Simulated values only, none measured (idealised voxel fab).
The following process module bears the name voxel transistor to metal.
The cross-section shown here is cut; it is 190 nm wide and divided into square cells measuring 5 nm on a side.
This document writes a cross-section as a grid whose cells are square, and gives it as bands, listed from the top down; one or more rows of cells form a band. Basically the band line says how high the top is and how high the bottom is, in nm, and then what's in it from left to right, every material with its width in nm. Empty space shows up as "blank", and if a single material carries "all across" it runs the full band edge to edge. Height is counted from the level 0, under which the received wafer is composed throughout of one material. The lowest of the bands is not closed at the bottom but continues downward, in the notation "0 down". Width spec "30 to 40" -> top row of cells at first value, bottom row at second value, equal per-row change in between. What does "nothing altered" mean for a step? It means no cell of the cross-section changed in that step. "Sealed voids" lists enclosed empty spaces (at least 8 cells, no open path upward to the top), each as width x height at distance from the left edge, in nm. That trailing text on a step's line, after the settings, is the simulator's own remark on the step. For masked steps, "overlay nm" on the step line gives how far right of plan the mask actually lay; a minus sign means it lay to the left.

# Planned process steps
step 1: RECEIVE | material Si
step 2: CONFORMAL_DEP | material SiO2 | thk nm 5
step 3: CONFORMAL_DEP | material SiN | thk nm 15
step 4: PATTERN | tone cover | mask id ACTIVE | material resist | width nm 115 | thk nm 20 | overlay nm 0
step 5: DIRECTIONAL_ETCH | etch materials SiN | depth nm 15
step 6: DIRECTIONAL_ETCH | etch materials SiO2 | depth nm 5
step 7: DIRECTIONAL_ETCH | etch materials Si | depth nm 35
step 8: STRIP | etch materials resist
step 9: FILL_DEP | material SiO2 | thk nm 10
step 10: CMP | height nm 20
step 11: SELECTIVE_ETCH | etch materials SiO2 | depth nm 15
step 12: STRIP | etch materials SiN
step 13: SELECTIVE_ETCH | etch materials SiO2 | depth nm 5
step 14: OXIDIZE | depth nm 5
step 15: DIRECTIONAL_DEP | material polySi | thk nm 25
step 16: DIRECTIONAL_DEP | material SiCN | thk nm 15
step 17: DIRECTIONAL_DEP | material aC | thk nm 15
step 18: PATTERN | tone cover | mask id GATE | material resist | width nm 25 | thk nm 30 | overlay nm 0
step 19: DIRECTIONAL_ETCH | etch materials aC | depth nm 15
step 20: STRIP | etch materials resist
step 21: DIRECTIONAL_ETCH | etch materials SiCN | depth nm 25
step 22: DIRECTIONAL_ETCH | etch materials polySi | depth nm 35
step 23: STRIP | etch materials aC
step 24: CONFORMAL_DEP | material SiO2 | thk nm 5
step 25: DIRECTIONAL_ETCH | etch materials SiO2 | depth nm 5
step 26: CONFORMAL_DEP | material SiN | thk nm 10
step 27: DIRECTIONAL_ETCH | etch materials SiN | depth nm 10
step 28: DIRECTIONAL_ETCH | etch materials SiO2 | depth nm 5
step 29: EPI | material nSi | thk nm 5
step 30: FILL_DEP | material SiO2 | thk nm 10
step 31: CMP | height nm 40
step 32: DIRECTIONAL_DEP | material SiO2 | thk nm 10
step 33: DIRECTIONAL_DEP | material aC | thk nm 10
step 34: PATTERN | tone open | mask id CONTACT | material resist | width nm 20 | pitch nm 75 | thk nm 25 | overlay nm 0
step 35: DIRECTIONAL_ETCH | etch materials aC | depth nm 10
step 36: STRIP | etch materials resist
step 37: DIRECTIONAL_ETCH | etch materials SiO2 | depth nm 50
step 38: STRIP | etch materials aC
step 39: CONFORMAL_DEP | material TiN | thk nm 5
step 40: FILL_DEP | material Ru | thk nm 5
step 41: CMP | height nm 50
step 42: DIRECTIONAL_DEP | material TiN | thk nm 5
step 43: DIRECTIONAL_DEP | material W | thk nm 20
step 44: MASKED_ETCH | tone cover | mask id METAL_1 | width nm 20 | pitch nm 75 | etch materials W | depth nm 20 | overlay nm 0
step 45: MASKED_ETCH | tone cover | mask id METAL_1 | width nm 20 | pitch nm 75 | etch materials TiN | depth nm 5 | overlay nm 0
step 46: FILL_DEP | material SiO2 | thk nm 5
step 47: CMP | height nm 75
step 48: CONFORMAL_DEP | material SiCN | thk nm 5
step 49: DIRECTIONAL_DEP | material lowk | thk nm 35
step 50: MASKED_ETCH | tone open | mask id METAL_2 | width nm 20 | pitch nm 75 | etch materials lowk | depth nm 20 | overlay nm 0
step 51: PATTERN | tone open | mask id METAL_2_HOLES | material resist | width nm 15 | pitch nm 75 | thk nm 15 | overlay nm 0
step 52: DIRECTIONAL_ETCH | etch materials lowk | depth nm 15
step 53: DIRECTIONAL_ETCH | etch materials SiCN | depth nm 5
step 54: STRIP | etch materials resist
step 55: CONFORMAL_DEP | material TiN | thk nm 5
step 56: FILL_DEP | material Ru | thk nm 10
step 57: CMP | height nm 115
step 58: CONFORMAL_DEP | material SiCN | thk nm 5

# On the first of the two wafers: run conducted according to plan

# As-received wafer cross-section (after step 1)
- 0 down | Si all across
- Sealed voids: none

# After step 2, in cross-section
- 5 to 0 | SiO2 all across
- Rest of section, below 0: as before.

# After step 3, in cross-section
- 20 to 5 | SiN all across
- Rest of section, below 5: as before.

# After step 4, in cross-section
- 40 to 20 | 35 blank | 115 resist | 40 blank
- Rest of section, below 20: as before.

# After step 5, in cross-section
- 40 to 20 | 35 blank | 115 resist | 40 blank
- 20 to 5 | 35 blank | 115 SiN | 40 blank
- Rest of section, below 5: as before.

# After step 6, in cross-section
- 40 to 20 | 35 blank | 115 resist | 40 blank
- 20 to 5 | 35 blank | 115 SiN | 40 blank
- 5 to 0 | 35 blank | 115 SiO2 | 40 blank
- Rest of section, below 0: as before.

# After step 7, in cross-section
- 40 to 20 | 35 blank | 115 resist | 40 blank
- 20 to 5 | 35 blank | 115 SiN | 40 blank
- 5 to 0 | 35 blank | 115 SiO2 | 40 blank
- 0 to -35 | 35 blank | 115 Si | 40 blank
- Rest of section, below -35: as before.

# After step 8, in cross-section
- 20 to 5 | 35 blank | 115 SiN | 40 blank
- Rest of section, below 5: as before.

# After step 9, in cross-section
- 30 to 20 | SiO2 all across
- 20 to 5 | 35 SiO2 | 115 SiN | 40 SiO2
- 5 to 0 | SiO2 all across
- 0 to -35 | 35 SiO2 | 115 Si | 40 SiO2
- Rest of section, below -35: as before.

# After step 10, in cross-section
- 20 to 5 | 35 SiO2 | 115 SiN | 40 SiO2
- Rest of section, below 5: as before.

# After step 11, in cross-section
- 20 to 5 | 35 blank | 115 SiN | 40 blank
- Rest of section, below 5: as before.

# After step 12, in cross-section
- 5 to 0 | SiO2 all across
- Rest of section, below 0: as before.

# After step 13, in cross-section
- 0 to -35 | 35 SiO2 | 115 Si | 40 SiO2
- Rest of section, below -35: as before.

# After step 14, in cross-section
- 0 to -5 | SiO2 all across
- Rest of section, below -5: as before.

# After step 15, in cross-section
- 25 to 0 | polySi all across
- Rest of section, below 0: as before.

# After step 16, in cross-section
- 40 to 25 | SiCN all across
- Rest of section, below 25: as before.

# After step 17, in cross-section
- 55 to 40 | aC all across
- Rest of section, below 40: as before.

# After step 18, in cross-section
- 85 to 55 | 80 blank | 25 resist | 85 blank
- Rest of section, below 55: as before.

# After step 19, in cross-section
- 70 to 55 | 80 blank | 25 resist | 85 blank
- 55 to 40 | 80 blank | 25 aC | 85 blank
- Rest of section, below 40: as before.

# After step 20, in cross-section
- 55 to 40 | 80 blank | 25 aC | 85 blank
- Rest of section, below 40: as before.

# After step 21, in cross-section
- 55 to 40 | 80 blank | 25 aC | 85 blank
- 40 to 25 | 80 blank | 25 SiCN | 85 blank
- Rest of section, below 25: as before.

# After step 22, in cross-section
- 55 to 40 | 80 blank | 25 aC | 85 blank
- 40 to 25 | 80 blank | 25 SiCN | 85 blank
- 25 to 0 | 80 blank | 25 polySi | 85 blank
- Rest of section, below 0: as before.

# After step 23, in cross-section
- 40 to 25 | 80 blank | 25 SiCN | 85 blank
- Rest of section, below 25: as before.

# After step 24, in cross-section
- 45 to 40 | 75 blank | 35 SiO2 | 80 blank
- 40 to 25 | 75 blank | 5 SiO2 | 25 SiCN | 5 SiO2 | 80 blank
- 25 to 5 | 75 blank | 5 SiO2 | 25 polySi | 5 SiO2 | 80 blank
- 5 to 0 | 80 SiO2 | 25 polySi | 85 SiO2
- Rest of section, below 0: as before.

# After step 25, in cross-section
- 40 to 25 | 75 blank | 5 SiO2 | 25 SiCN | 5 SiO2 | 80 blank
- 25 to 0 | 75 blank | 5 SiO2 | 25 polySi | 5 SiO2 | 80 blank
- Rest of section, below 0: as before.

# After step 26, in cross-section
- 50 to 40 | 65 blank | 55 SiN | 70 blank
- 40 to 25 | 65 blank | 10 SiN | 5 SiO2 | 25 SiCN | 5 SiO2 | 10 SiN | 70 blank
- 25 to 10 | 65 blank | 10 SiN | 5 SiO2 | 25 polySi | 5 SiO2 | 10 SiN | 70 blank
- 10 to 0 | 75 SiN | 5 SiO2 | 25 polySi | 5 SiO2 | 80 SiN
- Rest of section, below 0: as before.

# After step 27, in cross-section
- 40 to 25 | 65 blank | 10 SiN | 5 SiO2 | 25 SiCN | 5 SiO2 | 10 SiN | 70 blank
- 25 to 0 | 65 blank | 10 SiN | 5 SiO2 | 25 polySi | 5 SiO2 | 10 SiN | 70 blank
- Rest of section, below 0: as before.

# After step 28, in cross-section
- 40 to 35 | 65 blank | 10 SiN | 5 blank | 25 SiCN | 5 blank | 10 SiN | 70 blank
- 35 to 25 | 65 blank | 10 SiN | 5 SiO2 | 25 SiCN | 5 SiO2 | 10 SiN | 70 blank
- 25 to 0 | 65 blank | 10 SiN | 5 SiO2 | 25 polySi | 5 SiO2 | 10 SiN | 70 blank
- 0 to -5 | 65 blank | 55 SiO2 | 70 blank
- Rest of section, below -5: as before.

# After step 29, in cross-section
- 40 to 35 | 65 blank | 10 SiN | 5 blank | 25 SiCN | 5 blank | 10 SiN | 70 blank
- 35 to 25 | 65 blank | 10 SiN | 5 SiO2 | 25 SiCN | 5 SiO2 | 10 SiN | 70 blank
- 25 to 0 | 65 blank | 10 SiN | 5 SiO2 | 25 polySi | 5 SiO2 | 10 SiN | 70 blank
- 0 to -5 | 30 blank | 35 nSi | 55 SiO2 | 35 nSi | 35 blank
- Rest of section, below -5: as before.

# After step 30, in cross-section
- 50 to 40 | SiO2 all across
- 40 to 25 | 65 SiO2 | 10 SiN | 5 SiO2 | 25 SiCN | 5 SiO2 | 10 SiN | 70 SiO2
- 25 to 0 | 65 SiO2 | 10 SiN | 5 SiO2 | 25 polySi | 5 SiO2 | 10 SiN | 70 SiO2
- 0 to -5 | 30 SiO2 | 35 nSi | 55 SiO2 | 35 nSi | 35 SiO2
- Rest of section, below -5: as before.

# After step 31, in cross-section
- 40 to 25 | 65 SiO2 | 10 SiN | 5 SiO2 | 25 SiCN | 5 SiO2 | 10 SiN | 70 SiO2
- Rest of section, below 25: as before.

# After step 32, in cross-section
- 50 to 40 | SiO2 all across
- Rest of section, below 40: as before.

# After step 33, in cross-section
- 60 to 50 | aC all across
- Rest of section, below 50: as before.

# After step 34, in cross-section
- 85 to 60 | 45 resist | 20 blank | 55 resist | 20 blank | 50 resist
- Rest of section, below 60: as before.

# After step 35, in cross-section
- 75 to 60 | 45 resist | 20 blank | 55 resist | 20 blank | 50 resist
- 60 to 50 | 45 aC | 20 blank | 55 aC | 20 blank | 50 aC
- Rest of section, below 50: as before.

# After step 36, in cross-section
- 60 to 50 | 45 aC | 20 blank | 55 aC | 20 blank | 50 aC
- Rest of section, below 50: as before.

# After step 37, in cross-section
- 60 to 50 | 45 aC | 20 blank | 55 aC | 20 blank | 50 aC
- 50 to 40 | 45 SiO2 | 20 blank | 55 SiO2 | 20 blank | 50 SiO2
- 40 to 25 | 45 SiO2 | 20 blank | 10 SiN | 5 SiO2 | 25 SiCN | 5 SiO2 | 10 SiN | 20 blank | 50 SiO2
- 25 to 0 | 45 SiO2 | 20 blank | 10 SiN | 5 SiO2 | 25 polySi | 5 SiO2 | 10 SiN | 20 blank | 50 SiO2
- Rest of section, below 0: as before.

# After step 38, in cross-section
- 50 to 40 | 45 SiO2 | 20 blank | 55 SiO2 | 20 blank | 50 SiO2
- Rest of section, below 40: as before.

# After step 39, in cross-section
- 55 to 50 | 50 TiN | 10 blank | 65 TiN | 10 blank | 55 TiN
- 50 to 40 | 45 SiO2 | 5 TiN | 10 blank | 5 TiN | 55 SiO2 | 5 TiN | 10 blank | 5 TiN | 50 SiO2
- 40 to 25 | 45 SiO2 | 5 TiN | 10 blank | 5 TiN | 10 SiN | 5 SiO2 | 25 SiCN | 5 SiO2 | 10 SiN | 5 TiN | 10 blank | 5 TiN | 50 SiO2
- 25 to 5 | 45 SiO2 | 5 TiN | 10 blank | 5 TiN | 10 SiN | 5 SiO2 | 25 polySi | 5 SiO2 | 10 SiN | 5 TiN | 10 blank | 5 TiN | 50 SiO2
- 5 to 0 | 45 SiO2 | 20 TiN | 10 SiN | 5 SiO2 | 25 polySi | 5 SiO2 | 10 SiN | 20 TiN | 50 SiO2
- Rest of section, below 0: as before.

# After step 40, in cross-section
- 60 to 55 | Ru all across
- 55 to 50 | 50 TiN | 10 Ru | 65 TiN | 10 Ru | 55 TiN
- 50 to 40 | 45 SiO2 | 5 TiN | 10 Ru | 5 TiN | 55 SiO2 | 5 TiN | 10 Ru | 5 TiN | 50 SiO2
- 40 to 25 | 45 SiO2 | 5 TiN | 10 Ru | 5 TiN | 10 SiN | 5 SiO2 | 25 SiCN | 5 SiO2 | 10 SiN | 5 TiN | 10 Ru | 5 TiN | 50 SiO2
- 25 to 5 | 45 SiO2 | 5 TiN | 10 Ru | 5 TiN | 10 SiN | 5 SiO2 | 25 polySi | 5 SiO2 | 10 SiN | 5 TiN | 10 Ru | 5 TiN | 50 SiO2
- Rest of section, below 5: as before.

# After step 41, in cross-section
- 50 to 40 | 45 SiO2 | 5 TiN | 10 Ru | 5 TiN | 55 SiO2 | 5 TiN | 10 Ru | 5 TiN | 50 SiO2
- Rest of section, below 40: as before.

# After step 42, in cross-section
- 55 to 50 | TiN all across
- Rest of section, below 50: as before.

# After step 43, in cross-section
- 75 to 55 | W all across
- Rest of section, below 55: as before.

# After step 44, in cross-section
- 75 to 55 | 45 blank | 20 W | 55 blank | 20 W | 50 blank
- Rest of section, below 55: as before.

# After step 45, in cross-section
- 75 to 55 | 45 blank | 20 W | 55 blank | 20 W | 50 blank
- 55 to 50 | 45 blank | 20 TiN | 55 blank | 20 TiN | 50 blank
- Rest of section, below 50: as before.

# After step 46, in cross-section
- 80 to 75 | SiO2 all across
- 75 to 55 | 45 SiO2 | 20 W | 55 SiO2 | 20 W | 50 SiO2
- 55 to 50 | 45 SiO2 | 20 TiN | 55 SiO2 | 20 TiN | 50 SiO2
- Rest of section, below 50: as before.

# After step 47, in cross-section
- 75 to 55 | 45 SiO2 | 20 W | 55 SiO2 | 20 W | 50 SiO2
- Rest of section, below 55: as before.

# After step 48, in cross-section
- 80 to 75 | SiCN all across
- Rest of section, below 75: as before.

# After step 49, in cross-section
- 115 to 80 | lowk all across
- Rest of section, below 80: as before.

# After step 50, in cross-section
- 115 to 95 | 45 lowk | 20 blank | 55 lowk | 20 blank | 50 lowk
- Rest of section, below 95: as before.

# After step 51, in cross-section
- 130 to 115 | 45 resist | 15 blank | 60 resist | 15 blank | 55 resist
- 115 to 95 | 45 lowk | 15 blank | 5 resist | 55 lowk | 15 blank | 5 resist | 50 lowk
- Rest of section, below 95: as before.

# After step 52, in cross-section
- 130 to 115 | 45 resist | 15 blank | 60 resist | 15 blank | 55 resist
- 115 to 95 | 45 lowk | 15 blank | 5 resist | 55 lowk | 15 blank | 5 resist | 50 lowk
- 95 to 80 | 45 lowk | 15 blank | 60 lowk | 15 blank | 55 lowk
- Rest of section, below 80: as before.

# After step 53, in cross-section
- 130 to 115 | 45 resist | 15 blank | 60 resist | 15 blank | 55 resist
- 115 to 95 | 45 lowk | 15 blank | 5 resist | 55 lowk | 15 blank | 5 resist | 50 lowk
- 95 to 80 | 45 lowk | 15 blank | 60 lowk | 15 blank | 55 lowk
- 80 to 75 | 45 SiCN | 15 blank | 60 SiCN | 15 blank | 55 SiCN
- Rest of section, below 75: as before.

# After step 54, in cross-section
- 115 to 95 | 45 lowk | 20 blank | 55 lowk | 20 blank | 50 lowk
- Rest of section, below 95: as before.

# After step 55, in cross-section
- 120 to 115 | 50 TiN | 10 blank | 65 TiN | 10 blank | 55 TiN
- 115 to 100 | 45 lowk | 5 TiN | 10 blank | 5 TiN | 55 lowk | 5 TiN | 10 blank | 5 TiN | 50 lowk
- 100 to 95 | 45 lowk | 5 TiN | 5 blank | 10 TiN | 55 lowk | 5 TiN | 5 blank | 10 TiN | 50 lowk
- 95 to 80 | 45 lowk | 5 TiN | 5 blank | 5 TiN | 60 lowk | 5 TiN | 5 blank | 5 TiN | 55 lowk
- 80 to 75 | 45 SiCN | 15 TiN | 60 SiCN | 15 TiN | 55 SiCN
- Rest of section, below 75: as before.

# After step 56, in cross-section
- 130 to 120 | Ru all across
- 120 to 115 | 50 TiN | 10 Ru | 65 TiN | 10 Ru | 55 TiN
- 115 to 100 | 45 lowk | 5 TiN | 10 Ru | 5 TiN | 55 lowk | 5 TiN | 10 Ru | 5 TiN | 50 lowk
- 100 to 95 | 45 lowk | 5 TiN | 5 Ru | 10 TiN | 55 lowk | 5 TiN | 5 Ru | 10 TiN | 50 lowk
- 95 to 80 | 45 lowk | 5 TiN | 5 Ru | 5 TiN | 60 lowk | 5 TiN | 5 Ru | 5 TiN | 55 lowk
- Rest of section, below 80: as before.

# After step 57, in cross-section
- 115 to 100 | 45 lowk | 5 TiN | 10 Ru | 5 TiN | 55 lowk | 5 TiN | 10 Ru | 5 TiN | 50 lowk
- Rest of section, below 100: as before.

# After step 58, in cross-section
- 120 to 115 | SiCN all across
- Rest of section, below 115: as before.

# The second wafer: identical to the first at the outset and in its planned sequence, differing only in that one mistake was made during processing; up to and including step 50, its path is the first wafer's path

# Second wafer, cross-section, planned end of step 51
- 130 to 115 | 45 blank | 15 resist | 60 blank | 15 resist | 55 blank
- 115 to 95 | 45 lowk | 15 resist | 5 blank | 55 lowk | 15 resist | 5 blank | 50 lowk
- Rest of section, below 95: as before.

# Second wafer, cross-section, planned end of step 52
- 130 to 100 | 45 blank | 15 resist | 60 blank | 15 resist | 55 blank
- 100 to 95 | 45 lowk | 15 resist | 5 blank | 55 lowk | 15 resist | 5 blank | 50 lowk
- 95 to 80 | 60 lowk | 5 blank | 70 lowk | 5 blank | 50 lowk
- Rest of section, below 80: as before.

# Second wafer, cross-section, planned end of step 53
- 130 to 100 | 45 blank | 15 resist | 60 blank | 15 resist | 55 blank
- 100 to 95 | 45 lowk | 15 resist | 5 blank | 55 lowk | 15 resist | 5 blank | 50 lowk
- 95 to 80 | 60 lowk | 5 blank | 70 lowk | 5 blank | 50 lowk
- 80 to 75 | 60 SiCN | 5 blank | 70 SiCN | 5 blank | 50 SiCN
- Rest of section, below 75: as before.

# Second wafer, cross-section, planned end of step 54
- 100 to 95 | 45 lowk | 20 blank | 55 lowk | 20 blank | 50 lowk
- Rest of section, below 95: as before.

# Second wafer, cross-section, planned end of step 55
- 105 to 100 | 50 TiN | 10 blank | 65 TiN | 10 blank | 55 TiN
- 100 to 95 | 45 lowk | 20 TiN | 55 lowk | 20 TiN | 50 lowk
- 95 to 80 | 60 lowk | 5 TiN | 70 lowk | 5 TiN | 50 lowk
- 80 to 75 | 60 SiCN | 5 TiN | 70 SiCN | 5 TiN | 50 SiCN
- Rest of section, below 75: as before.

# Second wafer, cross-section, planned end of step 56
- 115 to 105 | Ru all across
- 105 to 100 | 50 TiN | 10 Ru | 65 TiN | 10 Ru | 55 TiN
- Rest of section, below 100: as before.

Second wafer, cross-section, planned end of step 57: nothing altered

# Second wafer, cross-section, planned end of step 58
- 120 to 115 | SiCN all across
- Rest of section, below 115: as before.
What went wrong in running the wafer? step 51 did not use the planned setting and instead ran as PATTERN | tone cover | mask id METAL_2_HOLES | material resist | width nm 15 | pitch nm 75 | thk nm 15 | overlay nm 0
Count the cells at the end and the second wafer has more or fewer of some materials than the first: Ru: 60 more, SiCN: 4 more, TiN: 14 more, lowk: 78 fewer
